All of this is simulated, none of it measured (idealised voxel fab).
The name of this process module is voxel tone inversion.
Pictured: cross-section cut, 300 nm wide, on a grid of 5 nm square cells.
Square cells in a grid make up a cross-section in this document, and the grid is given as bands, listed from the top down, each one or more rows of cells.
Each band's line starts with the height of the band's top and of its bottom, in nm. Then come its materials from left to right, each with its width in nm. One material with "all across" fills the band from edge to edge. "blank" is empty space.
Measure heights from 0. That's the level where, below it, the as-received wafer is all one material. The lowest band is bottomless and extends downward; write it as in "from 0 down".
So if you see something like "30..40" for the width, read it as the top row of the band sitting at the first number and the bottom row at the second, with every row in between moving by the same amount as the last.
The designation "no modification", where it is given for a processing step, indicates that no cell of the cross-section was altered in the course of that step.
Entry "Cavities, closed". Content: empty spaces with no open connection to the top, size 8 cells or greater. Each: width x height at distance. Distance: from left edge. Unit: nm.
On each step's line, the part that comes after the settings is the simulator's own comment on the step.
overlay nm, on a step with a mask: how far to the right of its planned place the mask lay; to the left if negative
Here's what the planned process steps look like:
1: RECEIVE with material Si
2: CONFORMAL_DEP with material SiCN, thk nm 10
3: DIRECTIONAL_DEP with material polySi, thk nm 15
4: PATTERN with tone cover, mask id POSTS, material resist, width nm 20, pitch nm 35, thk nm 20, overlay nm 0
5: DIRECTIONAL_ETCH with etch materials polySi, depth nm 15
6: STRIP with etch materials resist
7: FILL_DEP with material lowk, thk nm 5
8: CMP with height nm 25
9: STRIP with etch materials polySi
First wafer, as planned:
Step 1 complete: cross-section of the wafer as received:
- from 0 down: Si all across
- Cavities, closed: none
Sectional view: wafer, after step 2:
- from 10 to 0: SiCN all across
- All layers under 0 are left as they were.
Sectional view: wafer, after step 3:
- from 25 to 10: polySi all across
- All layers under 10 are left as they were.
Sectional view: wafer, after step 4:
- from 45 to 25: 85 blank | 20 resist | 15 blank | 20 resist | 15 blank | 20 resist | 15 blank | 20 resist | 90 blank
- All layers under 25 are left as they were.
Sectional view: wafer, after step 5:
- from 45 to 25: 85 blank | 20 resist | 15 blank | 20 resist | 15 blank | 20 resist | 15 blank | 20 resist | 90 blank
- from 25 to 10: 85 blank | 20 polySi | 15 blank | 20 polySi | 15 blank | 20 polySi | 15 blank | 20 polySi | 90 blank
- All layers under 10 are left as they were.
Sectional view: wafer, after step 6:
- from 25 to 10: 85 blank | 20 polySi | 15 blank | 20 polySi | 15 blank | 20 polySi | 15 blank | 20 polySi | 90 blank
- All layers under 10 are left as they were.
Sectional view: wafer, after step 7:
- from 30 to 25: lowk all across
- from 25 to 10: 85 lowk | 20 polySi | 15 lowk | 20 polySi | 15 lowk | 20 polySi | 15 lowk | 20 polySi | 90 lowk
- All layers under 10 are left as they were.
Sectional view: wafer, after step 8:
- from 25 to 10: 85 lowk | 20 polySi | 15 lowk | 20 polySi | 15 lowk | 20 polySi | 15 lowk | 20 polySi | 90 lowk
- All layers under 10 are left as they were.
Sectional view: wafer, after step 9:
- from 25 to 10: 85 lowk | 20 blank | 15 lowk | 20 blank | 15 lowk | 20 blank | 15 lowk | 20 blank | 90 lowk
- All layers under 10 are left as they were.
Wafer two. Same start, same plan, one slip in execution. Same as wafer one through step 1, inclusive:
Cross-section of the second wafer at the time step 2 of the plan should have ended:
- from 15 to 0: polySi all across
- All layers under 0 are left as they were.
Cross-section of the second wafer at the time step 3 of the plan should have ended:
- from 25 to 15: SiCN all across
- All layers under 15 are left as they were.
Cross-section of the second wafer at the time step 4 of the plan should have ended:
- from 45 to 25: 85 blank | 20 resist | 15 blank | 20 resist | 15 blank | 20 resist | 15 blank | 20 resist | 90 blank
- All layers under 25 are left as they were.
Cross-section of the second wafer at the time step 5 of the plan should have ended: no modification
Cross-section of the second wafer at the time step 6 of the plan should have ended:
- from 25 to 15: SiCN all across
- All layers under 15 are left as they were.
Cross-section of the second wafer at the time step 7 of the plan should have ended:
- from 30 to 25: lowk all across
- All layers under 25 are left as they were.
Cross-section of the second wafer at the time step 8 of the plan should have ended:
- from 25 to 15: SiCN all across
- All layers under 15 are left as they were.
Cross-section of the second wafer at the time step 9 of the plan should have ended: no modification
Want to know what went wrong? plan vs actual: 2 and 3 interchanged
Wafer comparison, final, in cells, second relative to first, materials more or fewer: -132 lowk, +180 polySi
